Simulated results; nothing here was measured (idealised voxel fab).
Process module under the name voxel lift off
Square cell edge 5 nm, section width 185 nm, ID cut.
Notation: cross-section as square-cell grid; stated in bands, top first, going down; one or more cell rows per band.
In this notation a band is specified by the heights of its top and bottom, in that order and in nm, after which its materials appear from left to right, each paired with its width in nm. The word "all across" attached to a single material means that material fills the band from edge to edge; the word "empty" stands for empty space.
It should be noted that heights are counted from 0, beneath which the wafer as supplied is of one material throughout, and that the lowest band possesses no lower boundary but continues downward, as written in "0 -> down".
Note: "30..40" means the width goes from the first number (top row of the band) to the second number (bottom row) in equal steps per row of cells.
A step reported as "nothing was modified" is a step in which no cell of the cross-section changed.
"Closed cavity list": sealed empty spaces, 8 cells or more, no open way to top, listed width x height at distance, with distance from the left edge and width, height and distance in nm.
What comes after the settings on a step's line is commentary from the simulator itself on that step.
The "overlay nm" setting may appear on a step's line; for a step that uses a mask, it gives how far to the right of its planned position the mask lay, and a negative value indicates the left.

## List of planned process steps
1,RECEIVE with material Si
2,CONFORMAL_DEP with material SiN, thk nm 10
3,PATTERN with tone open, mask id LINES, material resist, width nm 20, pitch nm 40, thk nm 20, overlay nm -15
4,DIRECTIONAL_DEP with material Ru, thk nm 5
5,STRIP with etch materials resist
6,CONFORMAL_DEP with material SiN, thk nm 10
Wafers differ in overlay nm at step 3; plan lists the first wafer's value; identical starting state.

## The as-received cross-section of the first of several wafers corresponds to the state after step 1
> 0 -> down | Si all across
> Closed cavity list: none

## At the end of the module, after its last step, step 6, the first of several wafers appears in cross-section as follows
> 25 -> 20 | empty (35), SiN (80), empty (70)
> 20 -> 15 | SiN all across
> 15 -> 10 | SiN (45), Ru (20), SiN (20), Ru (20), SiN (80)
> 10 -> 0 | SiN all across
> 0 -> down | Si all across
> Closed cavity list: none

## Last wafer, end of module, cross-section
> 25 -> 20 | empty (65), SiN (80), empty (40)
> 20 -> 15 | SiN all across
> 15 -> 10 | SiN (75), Ru (20), SiN (20), Ru (20), SiN (50)
> 10 -> 0 | SiN all across
> 0 -> down | Si all across
> Closed cavity list: none

## The rows of the table below are wafers. Looking at the end of the module, a row counts, for every material, the cells the wafer has gained, shown as (+), or lost, shown as (-), since it was received; its closed voids come next
overlay nm -15, +8 Ru, +156 SiN, Closed cavity list: none
overlay nm -10, +8 Ru, +156 SiN, Closed cavity list: none
overlay nm -5, +8 Ru, +156 SiN, Closed cavity list: none
overlay nm 0, +8 Ru, +156 SiN, Closed cavity list: none
overlay nm 5, +8 Ru, +156 SiN, Closed cavity list: none
overlay nm 10, +8 Ru, +156 SiN, Closed cavity list: none
overlay nm 15, +8 Ru, +156 SiN, Closed cavity list: none
